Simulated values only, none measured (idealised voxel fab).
process module | voxel trench capacitor
cross-section cut | 160 nm wide | cells 5 nm
A cross-section is a grid of square cells, given in bands from the top down. A band is one or more rows of cells.
Each band's line starts with the height of the band's top and of its bottom, in nm. Then come its materials from left to right, each with its width in nm. One material with "throughout" fills the band from edge to edge. "air" is empty space.
Height 0 is the level under which the wafer as received is all one material. The lowest band goes on downwards, as in "0 down".
A width such as "30 to 40" changes by the same amount from each row of cells to the next, from the band's top row to its bottom row.
"no change" after a step means that no cell of the cross-section changed.
closed voids: empty space of 8 cells or more with no open way to the top, each as width x height at its distance from the left edge, in nm
after a step's settings: what the simulator itself notes on the step
overlay nm, on a step with a mask: how far to the right of its planned place the mask lay; to the left if negative
plan
1 op RECEIVE | material Si
2 op CONFORMAL_DEP | material SiN | thk nm 5
3 op PATTERN | tone open | mask id TRENCH | material resist | width nm 25 | pitch nm 40 | thk nm 15 | overlay nm 0
4 op DIRECTIONAL_ETCH | etch materials SiN | depth nm 5
5 op DIRECTIONAL_ETCH | etch materials Si | depth nm 25
6 op STRIP | etch materials resist
7 op CONFORMAL_DEP | material Al2O3 | thk nm 5
8 op CONFORMAL_DEP | material TiN | thk nm 5
9 op FILL_DEP | material W | thk nm 5
10 op CMP | height nm 5
as received, after step 1
  0 down: Si throughout
  closed voids: none
a wafer at the end: this start, this plan, one mistake
  5 to 0: SiN 45 | TiN 5 | Al2O3 5 | W 5 | Al2O3 5 | TiN 5 | SiN 15 | TiN 5 | Al2O3 5 | W 5 | Al2O3 5 | TiN 5 | SiN 50
  0 to -15: Si 45 | TiN 5 | Al2O3 5 | W 5 | Al2O3 5 | TiN 5 | Si 15 | TiN 5 | Al2O3 5 | W 5 | Al2O3 5 | TiN 5 | Si 50
  -15 to -20: Si 45 | TiN 5 | Al2O3 15 | TiN 5 | Si 15 | TiN 5 | Al2O3 15 | TiN 5 | Si 50
  -20 to -25: Si 45 | TiN 25 | Si 15 | TiN 25 | Si 50
  -25 down: Si throughout
  closed voids: none
what went wrong: steps 7 and 8 were swapped
